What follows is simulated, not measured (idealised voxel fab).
The process module that follows is named voxel self aligned vias.
The width of the displayed cross-section, cut, is 245 nm; its cells are square, with a size of 5 nm.
Reading order for cross-sections: top band down to bottom band. Underlying form: a grid of square cells. Band size: one or more rows of cells. What a band's entry tells you: where the top is and where the bottom is, as heights in nm, and after that what lies inside, material by material from left to right, each with its width in nm. Empty space is written as the word "empty", and a single material marked with the word "everywhere" occupies the band from edge to edge. Note: height 0 marks the level under which the wafer is uniformly one material as received. Lowest band unbounded below, written "0 -> down". Width spec "30 to 40" -> top row of cells at first value, bottom row at second value, equal per-row change in between. "nothing altered", as given for a step, is the statement that not any cell of the cross-section underwent a change during that step. What "Completely enclosed voids" gives you is every empty space of 8 cells or more that is cut off from the top. Each appears as width x height at distance, with the distance taken from the left edge and width, height and distance all in nm. The remark found on a step's line after its settings is issued by the simulator itself and pertains to that step. "overlay nm" answers the question of how far to the right of plan the mask lay on a step that has a mask, and when it is negative the answer is to the left.
PROCESS STEPS FORESEEN IN THE PLAN
1 RECEIVE, material Si
2 CONFORMAL_DEP, material SiO2, thk nm 10
3 CONFORMAL_DEP, material SiCN, thk nm 5
4 DIRECTIONAL_DEP, material lowk, thk nm 25
5 MASKED_ETCH, tone open, mask id LINES, width nm 25, pitch nm 75, etch materials lowk, depth nm 25, overlay nm -15
6 CONFORMAL_DEP, material TiN, thk nm 5
7 FILL_DEP, material Ru, thk nm 10
8 CMP, height nm 40
9 SELECTIVE_ETCH, etch materials W Ru TiN, depth nm 5
10 FILL_DEP, material SiN, thk nm 5
11 CMP, height nm 40
12 DIRECTIONAL_DEP, material lowk, thk nm 15
13 DIRECTIONAL_DEP, material aC, thk nm 10
14 PATTERN, tone open, mask id VIAS, material resist, width nm 45, thk nm 25, overlay nm 0
15 DIRECTIONAL_ETCH, etch materials aC, depth nm 10
16 STRIP, etch materials resist
17 DIRECTIONAL_ETCH, etch materials lowk, depth nm 15
18 DIRECTIONAL_ETCH, etch materials SiN, depth nm 5
19 STRIP, etch materials aC
20 CONFORMAL_DEP, material TiN, thk nm 5
21 FILL_DEP, material Ru, thk nm 10
22 CMP, height nm 55
23 CONFORMAL_DEP, material SiCN, thk nm 5
Among the wafers covered here, the point of difference is the overlay nm at step 5; their starting state is shared, and the plan presents the value of the first wafer.
FIRST OF SEVERAL WAFERS (AS RECEIVED, POST STEP 1), CROSS-SECTIONAL VIEW
> 0 -> down = Si everywhere
> Completely enclosed voids: none
DEPICTED HERE IS THE FIRST OF SEVERAL WAFERS IN CROSS-SECTION, AT MODULE COMPLETION FOLLOWING THE LAST STEP, STEP 23
> 60 -> 55 = SiCN everywhere
> 55 -> 45 = 60 of lowk, then 5 of TiN, then 35 of Ru, then 5 of TiN, then 140 of lowk
> 45 -> 40 = 60 of lowk, then 5 of TiN, then 10 of Ru, then 30 of TiN, then 140 of lowk
> 40 -> 35 = 55 of lowk, then 5 of SiN, then 20 of TiN, then 50 of lowk, then 25 of SiN, then 90 of lowk
> 35 -> 20 = 55 of lowk, then 5 of TiN, then 15 of Ru, then 5 of TiN, then 50 of lowk, then 5 of TiN, then 15 of Ru, then 5 of TiN, then 90 of lowk
> 20 -> 15 = 55 of lowk, then 25 of TiN, then 50 of lowk, then 25 of TiN, then 90 of lowk
> 15 -> 10 = SiCN everywhere
> 10 -> 0 = SiO2 everywhere
> 0 -> down = Si everywhere
> Completely enclosed voids: none
SHOWING THE LAST WAFER IN CROSS-SECTION AT THE END OF THE MODULE
> 60 -> 55 = SiCN everywhere
> 55 -> 45 = 60 of lowk, then 5 of TiN, then 35 of Ru, then 5 of TiN, then 140 of lowk
> 45 -> 40 = 60 of lowk, then 30 of TiN, then 10 of Ru, then 5 of TiN, then 140 of lowk
> 40 -> 35 = 85 of lowk, then 20 of TiN, then 5 of SiN, then 50 of lowk, then 25 of SiN, then 60 of lowk
> 35 -> 20 = 85 of lowk, then 5 of TiN, then 15 of Ru, then 5 of TiN, then 50 of lowk, then 5 of TiN, then 15 of Ru, then 5 of TiN, then 60 of lowk
> 20 -> 15 = 85 of lowk, then 25 of TiN, then 50 of lowk, then 25 of TiN, then 60 of lowk
> 15 -> 10 = SiCN everywhere
> 10 -> 0 = SiO2 everywhere
> 0 -> down = Si everywhere
> Completely enclosed voids: none
ROWS = WAFERS. AT MODULE END, EACH ROW LISTS PER MATERIAL THE CELLS GAINED (+) OR LOST (-) SINCE THE WAFER WAS RECEIVED, THEN THE CLOSED VOIDS
overlay nm -15; +34 Ru; +98 SiCN; +6 SiN; +98 SiO2; +37 TiN; +315 lowk; Completely enclosed voids: none
overlay nm -10; +35 Ru; +98 SiCN; +5 SiN; +98 SiO2; +37 TiN; +315 lowk; Completely enclosed voids: none
overlay nm -5; +35 Ru; +98 SiCN; +5 SiN; +98 SiO2; +37 TiN; +315 lowk; Completely enclosed voids: none
overlay nm 0; +35 Ru; +98 SiCN; +5 SiN; +98 SiO2; +37 TiN; +315 lowk; Completely enclosed voids: none
overlay nm 5; +35 Ru; +98 SiCN; +5 SiN; +98 SiO2; +37 TiN; +315 lowk; Completely enclosed voids: none
overlay nm 10; +35 Ru; +98 SiCN; +5 SiN; +98 SiO2; +37 TiN; +315 lowk; Completely enclosed voids: none
overlay nm 15; +34 Ru; +98 SiCN; +6 SiN; +98 SiO2; +37 TiN; +315 lowk; Completely enclosed voids: none
